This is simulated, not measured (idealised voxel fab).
This section sets out a process module, namely voxel gate over fins.
This is section cut - it's 210 nm across, gridded in 5 nm square cells.
We lay out every cross-section as a grid of square cells and spell it out in bands from the top down, where one band means one or more rows of cells.
A band entry consists of two parts. The first gives the height of the band's top and the height of its bottom, in nm. The rest lists the band's materials from left to right, each with its width in nm. A single material labelled with the word "edge to edge" fills the band from edge to edge, and the word "air" marks empty space.
Beneath 0, the wafer as received is one material, and that level is where height counting begins. The lowest band goes on downward without a bottom; it is written like "0 -> down".
Width: "30 to 40" (first number = top row, second number = bottom row, same change from row to row of cells).
Given "no change occurred" for a step, no cell of the cross-section differs between before and after that step.
Any empty space of 8 cells or more lacking an open way to the top shows up in "Closed internal voids" as width x height at distance, distance from the left edge, in nm.
On each step's line, the part that comes after the settings is the simulator's own comment on the step.
overlay nm: step with mask; distance mask lay right of planned place; negative value = left of planned place.
List of planned process steps:
- 1: RECEIVE, material Si
- 2: CONFORMAL_DEP, material SiN, thk nm 5
- 3: MASKED_ETCH, tone cover, mask id FINS, width nm 15, pitch nm 45, etch materials SiN, depth nm 5, overlay nm 0
- 4: MASKED_ETCH, tone cover, mask id FINS, width nm 15, pitch nm 45, etch materials Si, depth nm 30, overlay nm 0
- 5: FILL_DEP, material SiO2, thk nm 5
- 6: CMP, height nm 5
- 7: SELECTIVE_ETCH, etch materials SiO2, depth nm 15
- 8: STRIP, etch materials SiN
- 9: CONFORMAL_DEP, material HfO2, thk nm 5
- 10: CONFORMAL_DEP, material TiN, thk nm 5
- 11: FILL_DEP, material W, thk nm 10
- 12: CMP, height nm 15
- 13: CONFORMAL_DEP, material SiCN, thk nm 10
As received (post step 1): cross-section:
	0 -> down | Si edge to edge
	Closed internal voids: none
First of two wafers: cross-section at end of module, run per plan:
	25 -> 15 | SiCN edge to edge
	15 -> 10 | W edge to edge
	10 -> 5 | 20 nm W | 35 nm TiN | 10 nm W | 35 nm TiN | 10 nm W | 35 nm TiN | 10 nm W | 35 nm TiN | 20 nm W
	5 -> 0 | 20 nm W | 5 nm TiN | 25 nm HfO2 | 5 nm TiN | 10 nm W | 5 nm TiN | 25 nm HfO2 | 5 nm TiN | 10 nm W | 5 nm TiN | 25 nm HfO2 | 5 nm TiN | 10 nm W | 5 nm TiN | 25 nm HfO2 | 5 nm TiN | 20 nm W
	0 -> -5 | 25 nm TiN | 5 nm HfO2 | 15 nm Si | 5 nm HfO2 | 20 nm TiN | 5 nm HfO2 | 15 nm Si | 5 nm HfO2 | 20 nm TiN | 5 nm HfO2 | 15 nm Si | 5 nm HfO2 | 20 nm TiN | 5 nm HfO2 | 15 nm Si | 5 nm HfO2 | 25 nm TiN
	-5 -> -10 | 30 nm HfO2 | 15 nm Si | 30 nm HfO2 | 15 nm Si | 30 nm HfO2 | 15 nm Si | 30 nm HfO2 | 15 nm Si | 30 nm HfO2
	-10 -> -30 | 30 nm SiO2 | 15 nm Si | 30 nm SiO2 | 15 nm Si | 30 nm SiO2 | 15 nm Si | 30 nm SiO2 | 15 nm Si | 30 nm SiO2
	-30 -> down | Si edge to edge
	Closed internal voids: none
Wafer two, sectioned after the module: the first wafer's start, the first wafer's plan, and one mistake in how it was run:
	25 -> 15 | SiCN edge to edge
	15 -> 10 | W edge to edge
	10 -> 5 | 20 nm W | 35 nm HfO2 | 10 nm W | 35 nm HfO2 | 10 nm W | 35 nm HfO2 | 10 nm W | 35 nm HfO2 | 20 nm W
	5 -> 0 | 20 nm W | 5 nm HfO2 | 25 nm TiN | 5 nm HfO2 | 10 nm W | 5 nm HfO2 | 25 nm TiN | 5 nm HfO2 | 10 nm W | 5 nm HfO2 | 25 nm TiN | 5 nm HfO2 | 10 nm W | 5 nm HfO2 | 25 nm TiN | 5 nm HfO2 | 20 nm W
	0 -> -5 | 25 nm HfO2 | 5 nm TiN | 15 nm Si | 5 nm TiN | 20 nm HfO2 | 5 nm TiN | 15 nm Si | 5 nm TiN | 20 nm HfO2 | 5 nm TiN | 15 nm Si | 5 nm TiN | 20 nm HfO2 | 5 nm TiN | 15 nm Si | 5 nm TiN | 25 nm HfO2
	-5 -> -10 | 30 nm TiN | 15 nm Si | 30 nm TiN | 15 nm Si | 30 nm TiN | 15 nm Si | 30 nm TiN | 15 nm Si | 30 nm TiN
	-10 -> -30 | 30 nm SiO2 | 15 nm Si | 30 nm SiO2 | 15 nm Si | 30 nm SiO2 | 15 nm Si | 30 nm SiO2 | 15 nm Si | 30 nm SiO2
	-30 -> down | Si edge to edge
	Closed internal voids: none
Misprocessing identified: steps 9 and 10 got flipped, so each one ran where the other should have
In the final comparison it is observed that the number of cells assigned to each material is identical for the two wafers, whereas their placement is not.
